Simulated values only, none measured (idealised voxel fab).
process module | voxel gate over fins
cross-section cut | 205 nm wide | cells 5 nm
A cross-section is a grid of square cells, given in bands from the top down. A band is one or more rows of cells.
Each band's line starts with the height of the band's top and of its bottom, in nm. Then come its materials from left to right, each with its width in nm. One material with "throughout" fills the band from edge to edge. "air" is empty space.
Height 0 is the level under which the wafer as received is all one material. The lowest band goes on downwards, as in "0 down".
A width such as "30 to 40" changes by the same amount from each row of cells to the next, from the band's top row to its bottom row.
"no change" after a step means that no cell of the cross-section changed.
closed voids: empty space of 8 cells or more with no open way to the top, each as width x height at its distance from the left edge, in nm
after a step's settings: what the simulator itself notes on the step
overlay nm, on a step with a mask: how far to the right of its planned place the mask lay; to the left if negative
plan
1 op RECEIVE | material Si
2 op CONFORMAL_DEP | material SiN | thk nm 5
3 op MASKED_ETCH | tone cover | mask id FINS | width nm 15 | pitch nm 55 | etch materials SiN | depth nm 5 | overlay nm 0
4 op MASKED_ETCH | tone cover | mask id FINS | width nm 15 | pitch nm 55 | etch materials Si | depth nm 35 | overlay nm 0
5 op OXIDIZE | depth nm 5
6 op FILL_DEP | material SiO2 | thk nm 10
7 op CMP | height nm 5
8 op DIRECTIONAL_DEP | material aC | thk nm 15
9 op PATTERN | tone open | mask id RAIL | material resist | width nm 15 | thk nm 35 | overlay nm 0
10 op DIRECTIONAL_ETCH | etch materials aC | depth nm 15
11 op STRIP | etch materials resist
12 op DIRECTIONAL_ETCH | etch materials SiO2 | depth nm 35
13 op STRIP | etch materials aC
14 op CONFORMAL_DEP | material TiN | thk nm 5
15 op FILL_DEP | material Ru | thk nm 5
16 op CMP | height nm 5
17 op SELECTIVE_ETCH | etch materials W Ru TiN | depth nm 30
18 op FILL_DEP | material SiO2 | thk nm 5
19 op CMP | height nm 5
20 op SELECTIVE_ETCH | etch materials SiO2 | depth nm 20
21 op STRIP | etch materials SiN
22 op CONFORMAL_DEP | material HfO2 | thk nm 5
23 op CONFORMAL_DEP | material TiN | thk nm 5
24 op FILL_DEP | material W | thk nm 15
25 op CMP | height nm 20
26 op CONFORMAL_DEP | material SiCN | thk nm 5
varied across the wafers: width nm of step 9. The plan shows the first wafer's value. All wafers start alike
first wafer as received, after step 1
  0 down: Si throughout
  closed voids: none
each wafer at the end: cells of each material gained (+) or lost (-) since it was received, then its closed voids
width nm 15 | +59 HfO2 | -304 Si | +41 SiCN | +187 SiO2 | +62 TiN | +160 W | closed voids: none
width nm 20 | +59 HfO2 | -304 Si | +41 SiCN | +186 SiO2 | +63 TiN | +160 W | closed voids: none
width nm 25 | +59 HfO2 | -304 Si | +41 SiCN | +185 SiO2 | +64 TiN | +160 W | closed voids: none
width nm 30 | +59 HfO2 | -304 Si | +41 SiCN | +184 SiO2 | +65 TiN | +160 W | closed voids: none
